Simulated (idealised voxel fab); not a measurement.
process module | voxel self aligned vias
cross-section cut | 210 nm wide | cells 5 nm
A cross-section is a grid of square cells, given in bands from the top down. A band is one or more rows of cells.
Each band's line starts with the height of the band's top and of its bottom, in nm. Then come its materials from left to right, each with its width in nm. One material with "throughout" fills the band from edge to edge. "air" is empty space.
Height 0 is the level under which the wafer as received is all one material. The lowest band goes on downwards, as in "0 down".
A width such as "30 to 40" changes by the same amount from each row of cells to the next, from the band's top row to its bottom row.
"no change" after a step means that no cell of the cross-section changed.
closed voids: empty space of 8 cells or more with no open way to the top, each as width x height at its distance from the left edge, in nm
after a step's settings: what the simulator itself notes on the step
overlay nm, on a step with a mask: how far to the right of its planned place the mask lay; to the left if negative
plan
1 op RECEIVE | material Si
2 op CONFORMAL_DEP | material SiO2 | thk nm 10
3 op CONFORMAL_DEP | material SiCN | thk nm 5
4 op DIRECTIONAL_DEP | material SiO2 | thk nm 25
5 op DIRECTIONAL_DEP | material aC | thk nm 15
6 op PATTERN | tone open | mask id LINES | material resist | width nm 20 | pitch nm 65 | thk nm 30 | overlay nm 0
7 op DIRECTIONAL_ETCH | etch materials aC | depth nm 15
8 op STRIP | etch materials resist
9 op DIRECTIONAL_ETCH | etch materials SiO2 | depth nm 25
10 op STRIP | etch materials aC
11 op CONFORMAL_DEP | material TiN | thk nm 5
12 op FILL_DEP | material Ru | thk nm 10
13 op CMP | height nm 40
14 op SELECTIVE_ETCH | etch materials W Ru TiN | depth nm 10
15 op FILL_DEP | material SiN | thk nm 5
16 op CMP | height nm 40
17 op DIRECTIONAL_DEP | material SiO2 | thk nm 20
18 op MASKED_ETCH | tone open | mask id VIAS | width nm 40 | pitch nm 130 | etch materials SiO2 | depth nm 20 | overlay nm 0
19 op MASKED_ETCH | tone open | mask id VIAS | width nm 40 | pitch nm 130 | etch materials SiN | depth nm 10 | overlay nm 0
20 op CONFORMAL_DEP | material TiN | thk nm 5
21 op FILL_DEP | material Cu | thk nm 10
22 op CMP | height nm 60
23 op CONFORMAL_DEP | material SiCN | thk nm 5
as received, after step 1
  0 down: Si throughout
  closed voids: none
first wafer at the end, as planned
  65 to 60: SiCN throughout
  60 to 45: SiO2 20 | TiN 5 | Cu 30 | TiN 5 | SiO2 90 | TiN 5 | Cu 30 | TiN 5 | SiO2 20
  45 to 40: SiO2 20 | TiN 15 | Cu 10 | TiN 15 | SiO2 90 | TiN 15 | Cu 10 | TiN 15 | SiO2 20
  40 to 35: SiO2 30 | TiN 5 | Cu 10 | TiN 5 | SiO2 45 | SiN 20 | SiO2 45 | TiN 5 | Cu 10 | TiN 5 | SiO2 30
  35 to 30: SiO2 30 | TiN 20 | SiO2 45 | SiN 20 | SiO2 45 | TiN 20 | SiO2 30
  30 to 20: SiO2 30 | TiN 5 | Ru 10 | TiN 5 | SiO2 45 | TiN 5 | Ru 10 | TiN 5 | SiO2 45 | TiN 5 | Ru 10 | TiN 5 | SiO2 30
  20 to 15: SiO2 30 | TiN 20 | SiO2 45 | TiN 20 | SiO2 45 | TiN 20 | SiO2 30
  15 to 10: SiCN throughout
  10 to 0: SiO2 throughout
  0 down: Si throughout
  closed voids: none
second wafer at the end: like start, like plan, one mistake
  65 to 60: SiCN throughout
  60 to 45: SiO2 20 | TiN 5 | Cu 30 | TiN 5 | SiO2 90 | TiN 5 | Cu 30 | TiN 5 | SiO2 20
  45 to 40: SiO2 20 | TiN 40 | SiO2 90 | TiN 40 | SiO2 20
  40 to 30: SiO2 20 | TiN 10 | SiN 20 | TiN 10 | SiO2 35 | SiN 20 | SiO2 35 | TiN 10 | SiN 20 | TiN 10 | SiO2 20
  30 to 20: SiO2 30 | TiN 5 | Ru 10 | TiN 5 | SiO2 45 | TiN 5 | Ru 10 | TiN 5 | SiO2 45 | TiN 5 | Ru 10 | TiN 5 | SiO2 30
  20 to 15: SiO2 30 | TiN 20 | SiO2 45 | TiN 20 | SiO2 45 | TiN 20 | SiO2 30
  15 to 10: SiCN throughout
  10 to 0: SiO2 throughout
  0 down: Si throughout
  closed voids: none
what went wrong: step 19 ran as: op MASKED_ETCH | tone open | mask id VIAS | width nm 40 | pitch nm 130 | etch materials SiO2 | depth nm 10 | overlay nm 0
at the end the second wafer has, in cells: 8 fewer of Cu | 16 more of SiN | 16 fewer of SiO2 | 8 more of TiN
